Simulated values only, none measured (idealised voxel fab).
The process module presented herein is designated voxel spacer lines.
The cross-section shown here is cut; it is 250 nm wide and divided into square cells measuring 5 nm on a side.
Format of a cross-section: grid, square cells. Given as bands. Order: top down. Band: one or more rows of cells. Within each band entry, the heights of the top and of the bottom of the band appear first, in that order and in nm; the materials of the band then follow from left to right, each with its corresponding width in nm. The designation "everywhere" on a single material indicates that it fills the band from edge to edge; the designation "empty" indicates empty space. The level at which height equals 0 is the one under which the wafer, as it arrives, is entirely one material. No lower edge exists for the bottom band, which continues downward and is notated as in "0 nm and below". The notation "30 to 40" denotes a width that varies across the rows of cells in the band, beginning at the first number in the top row, finishing at the second number in the bottom row, and changing by an identical amount from each row to the next. Step note "no alteration" = no cross-section cell changed. If an empty space has no open way to the top and is at least 8 cells in size, "closed voids" lists it, written width x height at distance, where distance is measured from the left edge and every value is in nm. Formally, on a step line, whatever follows the settings is a remark that the simulator itself makes on the step. "overlay nm" on a masked step: distance the mask lay right of its planned place, negative for left.
Steps planned for the process:
- 1: RECEIVE with material Si
- 2: CONFORMAL_DEP with material Al2O3, thk nm 5
- 3: DIRECTIONAL_DEP with material W, thk nm 10
- 4: DIRECTIONAL_DEP with material polySi, thk nm 20
- 5: PATTERN with tone cover, mask id MANDREL, material resist, width nm 20, pitch nm 60, thk nm 25, overlay nm 0
- 6: DIRECTIONAL_ETCH with etch materials polySi, depth nm 20
- 7: STRIP with etch materials resist
- 8: CONFORMAL_DEP with material SiO2, thk nm 10
- 9: DIRECTIONAL_ETCH with etch materials SiO2, depth nm 10
- 10: STRIP with etch materials polySi
- 11: DIRECTIONAL_ETCH with etch materials W, depth nm 10
- 12: STRIP with etch materials SiO2
First of two wafers - as planned:
Here's what the wafer looked like in cross-section when it arrived - that's after step 1:
> 0 nm and below | Si everywhere
> closed voids: none
Wafer section view after processing step 2:
> 5 nm to 0 nm | Al2O3 everywhere
> Nothing below the height 0 has changed.
Wafer section view after processing step 3:
> 15 nm to 5 nm | W everywhere
> Nothing below the height 5 has changed.
Wafer section view after processing step 4:
> 35 nm to 15 nm | polySi everywhere
> Nothing below the height 15 has changed.
Wafer section view after processing step 5:
> 60 nm to 35 nm | empty 85 / resist 20 / empty 40 / resist 20 / empty 85
> Nothing below the height 35 has changed.
Wafer section view after processing step 6:
> 60 nm to 35 nm | empty 85 / resist 20 / empty 40 / resist 20 / empty 85
> 35 nm to 15 nm | empty 85 / polySi 20 / empty 40 / polySi 20 / empty 85
> Nothing below the height 15 has changed.
Wafer section view after processing step 7:
> 35 nm to 15 nm | empty 85 / polySi 20 / empty 40 / polySi 20 / empty 85
> Nothing below the height 15 has changed.
Wafer section view after processing step 8:
> 45 nm to 35 nm | empty 75 / SiO2 40 / empty 20 / SiO2 40 / empty 75
> 35 nm to 25 nm | empty 75 / SiO2 10 / polySi 20 / SiO2 10 / empty 20 / SiO2 10 / polySi 20 / SiO2 10 / empty 75
> 25 nm to 15 nm | SiO2 85 / polySi 20 / SiO2 40 / polySi 20 / SiO2 85
> Nothing below the height 15 has changed.
Wafer section view after processing step 9:
> 35 nm to 15 nm | empty 75 / SiO2 10 / polySi 20 / SiO2 10 / empty 20 / SiO2 10 / polySi 20 / SiO2 10 / empty 75
> Nothing below the height 15 has changed.
Wafer section view after processing step 10:
> 35 nm to 15 nm | empty 75 / SiO2 10 / empty 20 / SiO2 10 / empty 20 / SiO2 10 / empty 20 / SiO2 10 / empty 75
> Nothing below the height 15 has changed.
Wafer section view after processing step 11:
> 35 nm to 15 nm | empty 75 / SiO2 10 / empty 20 / SiO2 10 / empty 20 / SiO2 10 / empty 20 / SiO2 10 / empty 75
> 15 nm to 5 nm | empty 75 / W 10 / empty 20 / W 10 / empty 20 / W 10 / empty 20 / W 10 / empty 75
> Nothing below the height 5 has changed.
Wafer section view after processing step 12:
> 15 nm to 5 nm | empty 75 / W 10 / empty 20 / W 10 / empty 20 / W 10 / empty 20 / W 10 / empty 75
> Nothing below the height 5 has changed.
Second wafer: same start and same plan as the first, one execution error; identical to the first through step 7:
Cross-sectional representation of the second wafer at the time designated in the plan for the completion of step 8:
> 40 nm to 35 nm | empty 80 / SiO2 30 / empty 30 / SiO2 30 / empty 80
> 35 nm to 20 nm | empty 80 / SiO2 5 / polySi 20 / SiO2 5 / empty 30 / SiO2 5 / polySi 20 / SiO2 5 / empty 80
> 20 nm to 15 nm | SiO2 85 / polySi 20 / SiO2 40 / polySi 20 / SiO2 85
> Nothing below the height 15 has changed.
Cross-sectional representation of the second wafer at the time designated in the plan for the completion of step 9:
> 35 nm to 30 nm | empty 85 / polySi 20 / empty 40 / polySi 20 / empty 85
> 30 nm to 15 nm | empty 80 / SiO2 5 / polySi 20 / SiO2 5 / empty 30 / SiO2 5 / polySi 20 / SiO2 5 / empty 80
> Nothing below the height 15 has changed.
Cross-sectional representation of the second wafer at the time designated in the plan for the completion of step 10:
> 30 nm to 15 nm | empty 80 / SiO2 5 / empty 20 / SiO2 5 / empty 30 / SiO2 5 / empty 20 / SiO2 5 / empty 80
> Nothing below the height 15 has changed.
Cross-sectional representation of the second wafer at the time designated in the plan for the completion of step 11:
> 30 nm to 15 nm | empty 80 / SiO2 5 / empty 20 / SiO2 5 / empty 30 / SiO2 5 / empty 20 / SiO2 5 / empty 80
> 15 nm to 5 nm | empty 80 / W 5 / empty 20 / W 5 / empty 30 / W 5 / empty 20 / W 5 / empty 80
> Nothing below the height 5 has changed.
Cross-sectional representation of the second wafer at the time designated in the plan for the completion of step 12:
> 15 nm to 5 nm | empty 80 / W 5 / empty 20 / W 5 / empty 30 / W 5 / empty 20 / W 5 / empty 80
> Nothing below the height 5 has changed.
Deviation from plan: step 8, actual vs plan mismatch, actual run CONFORMAL_DEP with material SiO2, thk nm 5
Cell-count delta at end, second wafer over first, by material: W -8
